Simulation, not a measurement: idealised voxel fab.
Title: Process Module voxel gate over fins
The cross-section on display is named cut; it measures 160 nm wide, and its cells are 5 nm squares.
Each cross-section below is a grid of square cells, stated as bands in top-down order, with one or more rows of cells making up each band.
In this notation a band is specified by the heights of its top and bottom, in that order and in nm, after which its materials appear from left to right, each paired with its width in nm. The word "edge to edge" attached to a single material means that material fills the band from edge to edge; the word "empty" stands for empty space.
Heights are measured from 0, the level below which the as-received wafer is all one material; the lowest band has no bottom and continues downward, written as in "0 -> down".
Width spec "30..40" -> top row of cells at first value, bottom row at second value, equal per-row change in between.
Key: "left unchanged" - step with no changed cell in the cross-section.
Entry "Voids lacking openings" = empty spaces >= 8 cells with no open way to the top; each as width x height at distance, distance from left edge, all nm.
What comes after the settings on a step's line is commentary from the simulator itself on that step.
"overlay nm" answers the question of how far to the right of plan the mask lay on a step that has a mask, and when it is negative the answer is to the left.
**The process steps that were planned are listed below**
1 RECEIVE [material Si]
2 CONFORMAL_DEP [material SiN] [thk nm 5]
3 DIRECTIONAL_DEP [material aC] [thk nm 10]
4 PATTERN [tone cover] [mask id FINS] [material resist] [width nm 15] [pitch nm 35] [thk nm 30] [overlay nm 0]
5 DIRECTIONAL_ETCH [etch materials aC] [depth nm 10]
6 STRIP [etch materials resist]
7 DIRECTIONAL_ETCH [etch materials SiN] [depth nm 5]
8 DIRECTIONAL_ETCH [etch materials Si] [depth nm 30]
9 STRIP [etch materials aC]
10 OXIDIZE [depth nm 5]
11 FILL_DEP [material SiO2] [thk nm 10]
12 CMP [height nm 5]
13 SELECTIVE_ETCH [etch materials SiO2] [depth nm 5]
14 STRIP [etch materials SiN]
15 CONFORMAL_DEP [material HfO2] [thk nm 5]
16 CONFORMAL_DEP [material TiN] [thk nm 5]
17 CONFORMAL_DEP [material TiAl] [thk nm 5]
18 CONFORMAL_DEP [material TiN] [thk nm 5]
19 FILL_DEP [material W] [thk nm 10]
20 CMP [height nm 25]
21 CONFORMAL_DEP [material SiCN] [thk nm 5]
For this document, wafers share an identical start and vary in the step 13 depth nm; the plan quotes the first wafer's value.
**Received condition of the first of several wafers, sectioned: post-step 1**
  0 -> down: Si edge to edge
  Voids lacking openings: none
**Per wafer, end of module: cells gained (+) or lost (-) per material since receipt, then closed voids**
depth nm 5 | +32 HfO2 | -210 Si | +32 SiCN | +210 SiO2 | +32 TiAl | +64 TiN | +32 W | Voids lacking openings: none
depth nm 10 | +36 HfO2 | -210 Si | +32 SiCN | +180 SiO2 | +36 TiAl | +70 TiN | +48 W | Voids lacking openings: none
depth nm 15 | +40 HfO2 | -210 Si | +32 SiCN | +150 SiO2 | +40 TiAl | +76 TiN | +64 W | Voids lacking openings: none
depth nm 20 | +44 HfO2 | -210 Si | +32 SiCN | +120 SiO2 | +44 TiAl | +82 TiN | +80 W | Voids lacking openings: none
depth nm 25 | +48 HfO2 | -210 Si | +32 SiCN | +90 SiO2 | +48 TiAl | +88 TiN | +96 W | Voids lacking openings: none
depth nm 30 | +52 HfO2 | -210 Si | +32 SiCN | +60 SiO2 | +52 TiAl | +94 TiN | +112 W | Voids lacking openings: none
